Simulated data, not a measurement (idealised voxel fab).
You're looking at the process module voxel transistor to metal.
For reference, the cross-section in this document is cut, with width 210 nm and square cells of 5 nm.
Cross-section spec: square-cell grid; bands listed top down; each band is one or more rows. Quick guide to a band line: top height, bottom height (nm) up front; then every material left to right with its width in nm. Only one material and it's marked "throughout"? Then it fills the band edge to edge. And "empty" just means empty space. Heights from 0 (as-received wafer is one material below). Bottom band endless downward, as "from 0 down". The two numbers in a width such as "30 to 40" mark its ends across the band: the first belongs to the top row of cells, the second to the bottom row, and from each row to the next the width moves by the same amount. Given "no alterations made" for a step, no cell of the cross-section differs between before and after that step. If an empty space has no open way to the top and is at least 8 cells in size, "Enclosed void list" lists it, written width x height at distance, where distance is measured from the left edge and every value is in nm. That trailing text on a step's line, after the settings, is the simulator's own remark on the step. overlay nm: right-of-plan distance of the mask on a masked step; negative values mean left-of-plan.

### Set out below are the planned steps of the process
step 1: RECEIVE,material Si
step 2: CONFORMAL_DEP,material SiO2,thk nm 5
step 3: CONFORMAL_DEP,material SiN,thk nm 15
step 4: DIRECTIONAL_DEP,material aC,thk nm 10
step 5: PATTERN,tone cover,mask id ACTIVE,material resist,width nm 105,thk nm 30,overlay nm 0
step 6: DIRECTIONAL_ETCH,etch materials aC,depth nm 10
step 7: STRIP,etch materials resist
step 8: DIRECTIONAL_ETCH,etch materials SiN,depth nm 15
step 9: DIRECTIONAL_ETCH,etch materials SiO2,depth nm 5
step 10: DIRECTIONAL_ETCH,etch materials Si,depth nm 25
step 11: STRIP,etch materials aC
step 12: OXIDIZE,depth nm 5
step 13: FILL_DEP,material SiO2,thk nm 5
step 14: CMP,height nm 20
step 15: SELECTIVE_ETCH,etch materials SiO2,depth nm 10
step 16: STRIP,etch materials SiN
step 17: SELECTIVE_ETCH,etch materials SiO2,depth nm 5
step 18: OXIDIZE,depth nm 5
step 19: DIRECTIONAL_DEP,material polySi,thk nm 30
step 20: DIRECTIONAL_DEP,material SiCN,thk nm 15
step 21: MASKED_ETCH,tone cover,mask id GATE,width nm 25,etch materials SiCN,depth nm 25,overlay nm 0
step 22: MASKED_ETCH,tone cover,mask id GATE,width nm 25,etch materials polySi,depth nm 40,overlay nm 0
step 23: CONFORMAL_DEP,material SiO2,thk nm 5
step 24: DIRECTIONAL_ETCH,etch materials SiO2,depth nm 5
step 25: CONFORMAL_DEP,material SiN,thk nm 5
step 26: DIRECTIONAL_ETCH,etch materials SiN,depth nm 5
step 27: DIRECTIONAL_ETCH,etch materials SiO2,depth nm 5
step 28: DIRECTIONAL_ETCH,etch materials Si,depth nm 5
step 29: EPI,material SiGe,thk nm 5
step 30: FILL_DEP,material SiO2,thk nm 5
step 31: CMP,height nm 30
step 32: STRIP,etch materials polySi
step 33: SELECTIVE_ETCH,etch materials SiO2,depth nm 5
step 34: CONFORMAL_DEP,material HfO2,thk nm 5
step 35: CONFORMAL_DEP,material TiN,thk nm 5
step 36: FILL_DEP,material W,thk nm 10
step 37: CMP,height nm 25
step 38: DIRECTIONAL_DEP,material SiO2,thk nm 15
step 39: DIRECTIONAL_DEP,material aC,thk nm 15
step 40: PATTERN,tone open,mask id CONTACT,material resist,width nm 20,pitch nm 75,thk nm 30,overlay nm 0
step 41: DIRECTIONAL_ETCH,etch materials aC,depth nm 15
step 42: STRIP,etch materials resist
step 43: DIRECTIONAL_ETCH,etch materials SiO2,depth nm 45
step 44: STRIP,etch materials aC
step 45: CONFORMAL_DEP,material TiN,thk nm 5
step 46: FILL_DEP,material W,thk nm 5
step 47: CMP,height nm 40
step 48: CONFORMAL_DEP,material SiN,thk nm 5
step 49: DIRECTIONAL_DEP,material SiO2,thk nm 15
step 50: MASKED_ETCH,tone open,mask id METAL_1,width nm 20,pitch nm 75,etch materials SiO2,depth nm 15,overlay nm 0
step 51: MASKED_ETCH,tone open,mask id METAL_1,width nm 20,pitch nm 75,etch materials SiN,depth nm 5,overlay nm 0
step 52: CONFORMAL_DEP,material TiN,thk nm 5
step 53: FILL_DEP,material Cu,thk nm 5
step 54: CMP,height nm 60
step 55: EPI,material Ru,thk nm 5
step 56: FILL_DEP,material SiCN,thk nm 5

### Step 1 complete: cross-section of the wafer as received
* from 0 down | Si throughout
* Enclosed void list: none

### The following cross-section depicts the wafer upon conclusion of the module. Processing commenced from the starting condition illustrated above and adhered to the plan illustrated above, save for one mistake in execution
* from 70 to 65 | SiCN throughout
* from 65 to 60 | 50 nm SiCN, then 30 nm Ru, then 45 nm SiCN, then 30 nm Ru, then 55 nm SiCN
* from 60 to 45 | 55 nm SiO2, then 5 nm TiN, then 10 nm Cu, then 5 nm TiN, then 55 nm SiO2, then 5 nm TiN, then 10 nm Cu, then 5 nm TiN, then 60 nm SiO2
* from 45 to 40 | 55 nm SiN, then 20 nm TiN, then 55 nm SiN, then 20 nm TiN, then 60 nm SiN
* from 40 to 25 | 55 nm SiO2, then 5 nm TiN, then 10 nm W, then 5 nm TiN, then 55 nm SiO2, then 5 nm TiN, then 10 nm W, then 5 nm TiN, then 60 nm SiO2
* from 25 to 5 | 55 nm SiO2, then 5 nm TiN, then 10 nm W, then 5 nm TiN, then 5 nm SiO2, then 5 nm SiN, then 5 nm HfO2, then 5 nm TiN, then 15 nm W, then 5 nm TiN, then 5 nm HfO2, then 5 nm SiN, then 5 nm SiO2, then 5 nm TiN, then 10 nm W, then 5 nm TiN, then 60 nm SiO2
* from 5 to 0 | 50 nm SiO2, then 5 nm SiN, then 5 nm TiN, then 10 nm W, then 5 nm TiN, then 5 nm SiO2, then 5 nm SiN, then 5 nm HfO2, then 25 nm TiN, then 5 nm HfO2, then 5 nm SiN, then 5 nm SiO2, then 5 nm TiN, then 10 nm W, then 5 nm TiN, then 5 nm SiN, then 55 nm SiO2
* from 0 to -5 | 55 nm SiO2, then 20 nm TiN, then 5 nm SiGe, then 5 nm SiO2, then 35 nm HfO2, then 5 nm SiO2, then 5 nm SiGe, then 20 nm TiN, then 60 nm SiO2
* from -5 to -10 | 55 nm SiO2, then 25 nm SiGe, then 45 nm Si, then 25 nm SiGe, then 60 nm SiO2
* from -10 to -55 | 55 nm SiO2, then 95 nm Si, then 60 nm SiO2
* from -55 down | Si throughout
* Enclosed void list: none
What went wrong in running the wafer? regarding the plan, step 10 was run twice
